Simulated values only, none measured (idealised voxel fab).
Presented below is a process module, voxel self aligned contacts.
The figure presents cross-section cut, which has a width of 170 nm and is divided into square cells with an edge length of 5 nm.
Cross-section spec: square-cell grid; bands listed top down; each band is one or more rows. This entry defines a band. It first specifies the height of the band's top and the height of its bottom in nm, and then specifies the band's materials from left to right, stating each material with its width in nm. The word "throughout" identifies a single material that fills the band from edge to edge, while the word "blank" identifies empty space. Heights are reckoned from 0. Under this level, the received wafer is all of one material. The bottommost band is open-ended downward, for example "0..down". A two-number width, for instance "30..40", indicates that the width is equal to the first number in the top row of the band and to the second number in the bottom row, and that it changes by a constant amount per row of cells. Any step labelled "nothing was modified" changed none of the cells in the cross-section. Enclosed voids (no open way to top), threshold 8 cells or more, entry "Closed void inventory", notation width x height at distance, distance from left edge, nm. On each step's line, the part that comes after the settings is the simulator's own comment on the step. What "overlay nm" on a step's line means: if the step has a mask, that mask lay this far to the right of its planned place, or, when the value is negative, to the left.

### Steps planned for the process
step 1: RECEIVE: material Si
step 2: CONFORMAL_DEP: material SiO2, thk nm 5
step 3: DIRECTIONAL_DEP: material polySi, thk nm 30
step 4: DIRECTIONAL_DEP: material SiN, thk nm 15
step 5: DIRECTIONAL_DEP: material aC, thk nm 10
step 6: PATTERN: tone cover, mask id GATE, material resist, width nm 25, pitch nm 55, thk nm 30, overlay nm 0
step 7: DIRECTIONAL_ETCH: etch materials aC, depth nm 10
step 8: STRIP: etch materials resist
step 9: DIRECTIONAL_ETCH: etch materials SiN, depth nm 15
step 10: DIRECTIONAL_ETCH: etch materials polySi, depth nm 30
step 11: STRIP: etch materials aC
step 12: CONFORMAL_DEP: material SiN, thk nm 5
step 13: DIRECTIONAL_ETCH: etch materials SiN, depth nm 5
step 14: FILL_DEP: material SiO2, thk nm 20
step 15: CMP: height nm 60
step 16: MASKED_ETCH: tone open, mask id CONTACT, width nm 40, pitch nm 55, etch materials SiO2, depth nm 60, overlay nm 0
step 17: CONFORMAL_DEP: material TiN, thk nm 5
step 18: FILL_DEP: material W, thk nm 10
step 19: CMP: height nm 60
step 20: CONFORMAL_DEP: material SiCN, thk nm 5

### This is the cross-section of the wafer as we received it, i.e. after step 1
* 0..down  Si throughout
* Closed void inventory: none

### Cross-sectional view of the first of the two wafers upon completion of the module, processed in accordance with the plan
* 65..60  SiCN throughout
* 60..50  SiO2: 35, TiN: 5..15, W: 30..10, TiN: 5..15, SiO2: 15, TiN: 5..15, W: 30..10, TiN: 5..15, SiO2: 40
* 50..35  SiO2: 10, SiN: 35, TiN: 5, W: 10, TiN: 5, SiN: 35, TiN: 5, W: 10, TiN: 5, SiN: 35, SiO2: 15
* 35..5  SiO2: 10, SiN: 5, polySi: 25, SiN: 5, TiN: 5, W: 10, TiN: 5, SiN: 5, polySi: 25, SiN: 5, TiN: 5, W: 10, TiN: 5, SiN: 5, polySi: 25, SiN: 5, SiO2: 15
* 5..0  SiO2: 45, TiN: 20, SiO2: 35, TiN: 20, SiO2: 50
* 0..down  Si throughout
* Closed void inventory: none

### So this is wafer number two of the two, cut at the end of the module - it started where the first did and had the same plan, we just got one thing wrong running it
* 65..60  SiCN throughout
* 60..45  SiO2: 35, TiN: 5, W: 30, TiN: 5, SiO2: 15, TiN: 5, W: 30, TiN: 5, SiO2: 40
* 45..40  SiO2: 35, TiN: 15, W: 10, TiN: 15, SiO2: 15, TiN: 15, W: 10, TiN: 15, SiO2: 40
* 40..25  SiO2: 10, SiN: 35, TiN: 5, W: 10, TiN: 5, SiN: 35, TiN: 5, W: 10, TiN: 5, SiN: 35, SiO2: 15
* 25..5  SiO2: 10, SiN: 5, polySi: 25, SiN: 5, TiN: 5, W: 10, TiN: 5, SiN: 5, polySi: 25, SiN: 5, TiN: 5, W: 10, TiN: 5, SiN: 5, polySi: 25, SiN: 5, SiO2: 15
* 5..0  SiO2: 45, TiN: 20, SiO2: 35, TiN: 20, SiO2: 50
* 0..down  Si throughout
* Closed void inventory: none
In executing the process, a mistake was made relative to the plan: planned and actual differ for step 3; actual: DIRECTIONAL_DEP: material polySi, thk nm 20
Final difference in cells, second wafer against first, listed per material as more or fewer: SiN -12 | SiO2 +26 | W +16 | polySi -30
